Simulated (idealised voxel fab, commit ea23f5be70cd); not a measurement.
The process module presented herein is designated voxel transistor to metal.
We display cut, a cross-section 200 nm in width whose square cells are each 5 nm.
Cross-section = grid of square cells, listed top down in bands; band = one or more rows.
Heights first: top, then bottom, in nm. Then materials, left to right, each with a width in nm. "full width" on a single material: fills the band edge to edge. "air": empty space.
Below 0: as-received wafer, all one material; heights counted from there. Lowest band: no bottom, goes on down, written "0..down".
When a width is written as two numbers, as in "30..40", the first number is the width in the top row of cells of the band and the second is the width in its bottom row, and the width changes by the same amount from each row to the next.
Any step labelled "no modifications" changed none of the cells in the cross-section.
So "Encapsulated voids" is basically the list of trapped voids: any empty space of 8 cells or more that can't reach the top through an opening. They're written width x height at distance, the distance being from the left edge, and it's all nm.
On each step's line, the part that comes after the settings is the simulator's own comment on the step.
A step's line can hold "overlay nm"; with a mask on that step, the setting says how far right of the planned place the mask lay, while a negative setting says it lay to the left.

[Planned step list for the process]
- 1: RECEIVE with material Si
- 2: CONFORMAL_DEP with material SiO2, thk nm 5
- 3: CONFORMAL_DEP with material SiN, thk nm 10
- 4: PATTERN with tone cover, mask id ACTIVE, material resist, width nm 120, thk nm 15, overlay nm 0
- 5: DIRECTIONAL_ETCH with etch materials SiN, depth nm 10
- 6: DIRECTIONAL_ETCH with etch materials SiO2, depth nm 5
- 7: DIRECTIONAL_ETCH with etch materials Si, depth nm 20
- 8: STRIP with etch materials resist
- 9: OXIDIZE with depth nm 5
- 10: FILL_DEP with material SiO2, thk nm 10
- 11: CMP with height nm 15
- 12: SELECTIVE_ETCH with etch materials SiO2, depth nm 10
- 13: STRIP with etch materials SiN
- 14: SELECTIVE_ETCH with etch materials SiO2, depth nm 5
- 15: OXIDIZE with depth nm 5
- 16: DIRECTIONAL_DEP with material polySi, thk nm 30
- 17: DIRECTIONAL_DEP with material SiCN, thk nm 15
- 18: DIRECTIONAL_DEP with material aC, thk nm 15
- 19: PATTERN with tone cover, mask id GATE, material resist, width nm 20, thk nm 35, overlay nm 0
- 20: DIRECTIONAL_ETCH with etch materials aC, depth nm 15
- 21: STRIP with etch materials resist
- 22: DIRECTIONAL_ETCH with etch materials SiCN, depth nm 25
- 23: DIRECTIONAL_ETCH with etch materials polySi, depth nm 40
- 24: STRIP with etch materials aC
- 25: CONFORMAL_DEP with material SiO2, thk nm 5
- 26: DIRECTIONAL_ETCH with etch materials SiO2, depth nm 5
- 27: CONFORMAL_DEP with material SiN, thk nm 5
- 28: DIRECTIONAL_ETCH with etch materials SiN, depth nm 5
- 29: DIRECTIONAL_ETCH with etch materials SiO2, depth nm 5
- 30: DIRECTIONAL_ETCH with etch materials Si, depth nm 5
- 31: EPI with material nSi, thk nm 5
- 32: FILL_DEP with material SiO2, thk nm 5
- 33: CMP with height nm 45
- 34: DIRECTIONAL_DEP with material SiO2, thk nm 15
- 35: DIRECTIONAL_DEP with material aC, thk nm 15
- 36: PATTERN with tone open, mask id CONTACT, material resist, width nm 20, pitch nm 80, thk nm 30, overlay nm 0
- 37: DIRECTIONAL_ETCH with etch materials aC, depth nm 15
- 38: STRIP with etch materials resist
- 39: DIRECTIONAL_ETCH with etch materials SiO2, depth nm 65
- 40: STRIP with etch materials aC
- 41: CONFORMAL_DEP with material TiN, thk nm 5
- 42: FILL_DEP with material W, thk nm 10
- 43: CMP with height nm 60
- 44: DIRECTIONAL_DEP with material TiN, thk nm 5
- 45: DIRECTIONAL_DEP with material Ru, thk nm 20
- 46: PATTERN with tone cover, mask id METAL_1, material resist, width nm 20, pitch nm 80, thk nm 20, overlay nm 0
- 47: DIRECTIONAL_ETCH with etch materials Ru, depth nm 20
- 48: DIRECTIONAL_ETCH with etch materials TiN, depth nm 5
- 49: STRIP with etch materials resist
- 50: FILL_DEP with material lowk, thk nm 10
- 51: CMP with height nm 85
- 52: CONFORMAL_DEP with material SiCN, thk nm 5

[This is the cross-section of the wafer as we received it, i.e. after step 1]
    0..down = Si full width
    Encapsulated voids: none

[First of two wafers: cross-section at end of module, run per plan]
    90..85 = SiCN full width
    85..65 = lowk: 50, Ru: 20, lowk: 60, Ru: 20, lowk: 50
    65..60 = lowk: 50, TiN: 20, lowk: 60, TiN: 20, lowk: 50
    60..45 = SiO2: 50, TiN: 5, W: 10, TiN: 5, SiO2: 60, TiN: 5, W: 10, TiN: 5, SiO2: 50
    45..30 = SiO2: 50, TiN: 5, W: 10, TiN: 5, SiO2: 10, SiN: 5, SiO2: 5, SiCN: 20, SiO2: 5, SiN: 5, SiO2: 10, TiN: 5, W: 10, TiN: 5, SiO2: 50
    30..0 = SiO2: 50, TiN: 5, W: 10, TiN: 5, SiO2: 10, SiN: 5, SiO2: 5, polySi: 20, SiO2: 5, SiN: 5, SiO2: 10, TiN: 5, W: 10, TiN: 5, SiO2: 50
    0..-5 = SiO2: 50, TiN: 20, SiO2: 5, nSi: 5, SiO2: 40, nSi: 5, SiO2: 5, TiN: 20, SiO2: 50
    -5..-10 = SiO2: 45, nSi: 35, Si: 40, nSi: 35, SiO2: 45
    -10..-25 = SiO2: 45, Si: 110, SiO2: 45
    -25..down = Si full width
    Encapsulated voids: none

[Wafer two (of two), end-of-module cross-section: start = wafer one, plan = wafer one, one run mistake]
    90..85 = SiCN full width
    85..65 = Ru full width
    65..60 = Ru: 50, TiN: 20, Ru: 60, TiN: 20, Ru: 50
    60..45 = SiO2: 50, TiN: 5, W: 10, TiN: 5, SiO2: 60, TiN: 5, W: 10, TiN: 5, SiO2: 50
    45..30 = SiO2: 50, TiN: 5, W: 10, TiN: 5, SiO2: 10, SiN: 5, SiO2: 5, SiCN: 20, SiO2: 5, SiN: 5, SiO2: 10, TiN: 5, W: 10, TiN: 5, SiO2: 50
    30..0 = SiO2: 50, TiN: 5, W: 10, TiN: 5, SiO2: 10, SiN: 5, SiO2: 5, polySi: 20, SiO2: 5, SiN: 5, SiO2: 10, TiN: 5, W: 10, TiN: 5, SiO2: 50
    0..-5 = SiO2: 50, TiN: 20, SiO2: 5, nSi: 5, SiO2: 40, nSi: 5, SiO2: 5, TiN: 20, SiO2: 50
    -5..-10 = SiO2: 45, nSi: 35, Si: 40, nSi: 35, SiO2: 45
    -10..-25 = SiO2: 45, Si: 110, SiO2: 45
    -25..down = Si full width
    Encapsulated voids: none
What broke from the plan during processing? step 50, actual vs plan mismatch, actual run FILL_DEP with material Ru, thk nm 10
Per the end-of-run cell counts, the second wafer holds more or fewer of some materials than the first: +160 Ru | -160 lowk
